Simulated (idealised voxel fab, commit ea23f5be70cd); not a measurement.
process module | voxel air gaps
The cross-section on display is named cut; it measures 175 nm wide, and its cells are 5 nm squares.
Cross-section = grid of square cells, listed top down in bands; band = one or more rows. Top, bottom (nm), then materials left to right with widths (nm); lone material tagged "full width" fills the whole band edge to edge; "blank" = empty space. It should be noted that heights are counted from 0, beneath which the wafer as supplied is of one material throughout, and that the lowest band possesses no lower boundary but continues downward, as written in "0 -> down". The two numbers in a width such as "30->40" mark its ends across the band: the first belongs to the top row of cells, the second to the bottom row, and from each row to the next the width moves by the same amount. Where the words "no modification" appear for a step, the cross-section shows no cell changed by that step; every cell remained as before. So "Closed void register" is basically the list of trapped voids: any empty space of 8 cells or more that can't reach the top through an opening. They're written width x height at distance, the distance being from the left edge, and it's all nm. Post-settings text on a step line: simulator's own remark regarding the step. "overlay nm" answers the question of how far to the right of plan the mask lay on a step that has a mask, and when it is negative the answer is to the left.
## Below is the list of planned process steps
| 1 | RECEIVE,material Si |
| 2 | CONFORMAL_DEP,material SiO2,thk nm 15 |
| 3 | CONFORMAL_DEP,material SiCN,thk nm 5 |
| 4 | DIRECTIONAL_DEP,material lowk,thk nm 35 |
| 5 | DIRECTIONAL_DEP,material aC,thk nm 15 |
| 6 | PATTERN,tone open,mask id LINES,material resist,width nm 25,pitch nm 50,thk nm 30,overlay nm 0 |
| 7 | DIRECTIONAL_ETCH,etch materials aC,depth nm 15 |
| 8 | STRIP,etch materials resist |
| 9 | DIRECTIONAL_ETCH,etch materials lowk,depth nm 35 |
| 10 | STRIP,etch materials aC |
| 11 | CONFORMAL_DEP,material TiN,thk nm 5 |
| 12 | FILL_DEP,material Cu,thk nm 5 |
| 13 | CMP,height nm 55 |
| 14 | EPI,material Ru,thk nm 10 |
| 15 | SELECTIVE_ETCH,etch materials lowk,depth nm 45 |
| 16 | CONFORMAL_DEP,material SiCN,thk nm 5 |
## The cross-section here shows the wafer as received, i.e. in its state after step 1
	0 -> down: Si full width
	Closed void register: none
## Cross-sectional result after module completion. Note: starting condition and plan are unchanged from above; one processing mistake was made
	70 -> 65: blank: 15  SiCN: 45  blank: 5  SiCN: 45  blank: 5  SiCN: 45  blank: 15
	65 -> 55: blank: 15  SiCN: 5  Ru: 35  SiCN: 5  blank: 5  SiCN: 5  Ru: 35  SiCN: 5  blank: 5  SiCN: 5  Ru: 35  SiCN: 5  blank: 15
	55 -> 50: blank: 15  SiCN: 15  TiN: 5  Cu: 5  TiN: 5  SiCN: 15  blank: 5  SiCN: 15  TiN: 5  Cu: 5  TiN: 5  SiCN: 15  blank: 5  SiCN: 15  TiN: 5  Cu: 5  TiN: 5  SiCN: 15  blank: 15
	50 -> 25: blank: 25  SiCN: 5  TiN: 5  Cu: 5  TiN: 5  SiCN: 5  blank: 25  SiCN: 5  TiN: 5  Cu: 5  TiN: 5  SiCN: 5  blank: 25  SiCN: 5  TiN: 5  Cu: 5  TiN: 5  SiCN: 5  blank: 25
	25 -> 20: SiCN: 30  TiN: 15  SiCN: 35  TiN: 15  SiCN: 35  TiN: 15  SiCN: 30
	20 -> 15: SiCN full width
	15 -> 0: SiO2 full width
	0 -> down: Si full width
	Closed void register: none
Diagnosis: the process deviated at step 6: the operation and settings actually run there were PATTERN,tone open,mask id LINES,material resist,width nm 15,pitch nm 50,thk nm 30,overlay nm 0
